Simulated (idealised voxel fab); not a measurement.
The process module presented herein is designated voxel lift off.
Square cells of 5 nm make up the cross-section cut, whose width is 210 nm.
In this document a cross-section is written as a grid of square cells. It is given as a series of bands, listed from the top down, and a band is one or more rows of cells.
Per band: top height and bottom height in nm, followed by the left-to-right materials and their widths in nm; "throughout" marks a single material spanning edge to edge, "empty" marks empty space.
Where do heights start? At 0: under that level the wafer as delivered is made of one material only. And the lowest band has no floor; it just carries on downward, as in "0..down".
Graded width ("30->40"): value in top row of band = first number; value in bottom row = second number; row-to-row change constant.
Any step labelled "remained unchanged" changed none of the cells in the cross-section.
Reported under the label "Non-vented voids" are the empty spaces having no open way to the top and comprising 8 cells or more; the notation for each is width x height at distance, in which the distance is measured from the left edge and all three values are in nm.
Note: text after step settings on the step line = simulator remark on that step.
"overlay nm" denotes, for a step that has a mask, the displacement of the mask to the right of its planned place, with negative values corresponding to the left.
## The process steps that were planned are listed below
1,RECEIVE | material Si
2,CONFORMAL_DEP | material Al2O3 | thk nm 15
3,PATTERN | tone open | mask id LINES | material resist | width nm 30 | pitch nm 50 | thk nm 30 | overlay nm 0
4,DIRECTIONAL_DEP | material Ru | thk nm 15
5,STRIP | etch materials resist
6,CONFORMAL_DEP | material SiO2 | thk nm 10
## As-received state of the wafer in cross-section, equivalent to post-step 1
- 0..down: Si throughout
- Non-vented voids: none
## Post-module cross-section: identical start and plan to those above, one misstep in execution
- 30..20: empty 30 nm | SiO2 150 nm | empty 30 nm
- 20..15: empty 30 nm | SiO2 10 nm | Ru 30 nm | SiO2 20 nm | Ru 30 nm | SiO2 20 nm | Ru 30 nm | SiO2 10 nm | empty 30 nm
- 15..5: SiO2 40 nm | Ru 30 nm | SiO2 20 nm | Ru 30 nm | SiO2 20 nm | Ru 30 nm | SiO2 40 nm
- 5..0: Al2O3 throughout
- 0..down: Si throughout
- Non-vented voids: none
What was done differently from what was planned? step 2 was run on a setting that differed from the plan, and what really ran there is CONFORMAL_DEP | material Al2O3 | thk nm 5
